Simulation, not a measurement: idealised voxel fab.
process module | voxel spacer lines
cross-section cut | 230 nm wide | cells 5 nm
A cross-section is a grid of square cells, given in bands from the top down. A band is one or more rows of cells.
Each band's line starts with the height of the band's top and of its bottom, in nm. Then come its materials from left to right, each with its width in nm. One material with "throughout" fills the band from edge to edge. "air" is empty space.
Height 0 is the level under which the wafer as received is all one material. The lowest band goes on downwards, as in "0 down".
A width such as "30 to 40" changes by the same amount from each row of cells to the next, from the band's top row to its bottom row.
"no change" after a step means that no cell of the cross-section changed.
closed voids: empty space of 8 cells or more with no open way to the top, each as width x height at its distance from the left edge, in nm
after a step's settings: what the simulator itself notes on the step
overlay nm, on a step with a mask: how far to the right of its planned place the mask lay; to the left if negative
plan
1 op RECEIVE | material Si
2 op CONFORMAL_DEP | material Al2O3 | thk nm 5
3 op DIRECTIONAL_DEP | material SiN | thk nm 20
4 op DIRECTIONAL_DEP | material aC | thk nm 20
5 op PATTERN | tone cover | mask id MANDREL | material resist | width nm 15 | pitch nm 50 | thk nm 25 | overlay nm 0
6 op DIRECTIONAL_ETCH | etch materials aC | depth nm 20
7 op STRIP | etch materials resist
8 op CONFORMAL_DEP | material SiO2 | thk nm 10
9 op DIRECTIONAL_ETCH | etch materials SiO2 | depth nm 10
10 op STRIP | etch materials aC
11 op DIRECTIONAL_ETCH | etch materials SiN | depth nm 20
12 op STRIP | etch materials SiO2
13 op FILL_DEP | material lowk | thk nm 10
14 op CMP | height nm 25
as received, after step 1
  0 down: Si throughout
  closed voids: none
a wafer at the end: this start, this plan, one mistake
  25 to 5: lowk 40 | SiN 10 | lowk 25 | SiN 10 | lowk 5 | SiN 10 | lowk 25 | SiN 10 | lowk 5 | SiN 10 | lowk 25 | SiN 10 | lowk 45
  5 to 0: Al2O3 throughout
  0 down: Si throughout
  closed voids: none
what went wrong: step 5 ran as: op PATTERN | tone cover | mask id MANDREL | material resist | width nm 25 | pitch nm 50 | thk nm 25 | overlay nm 0
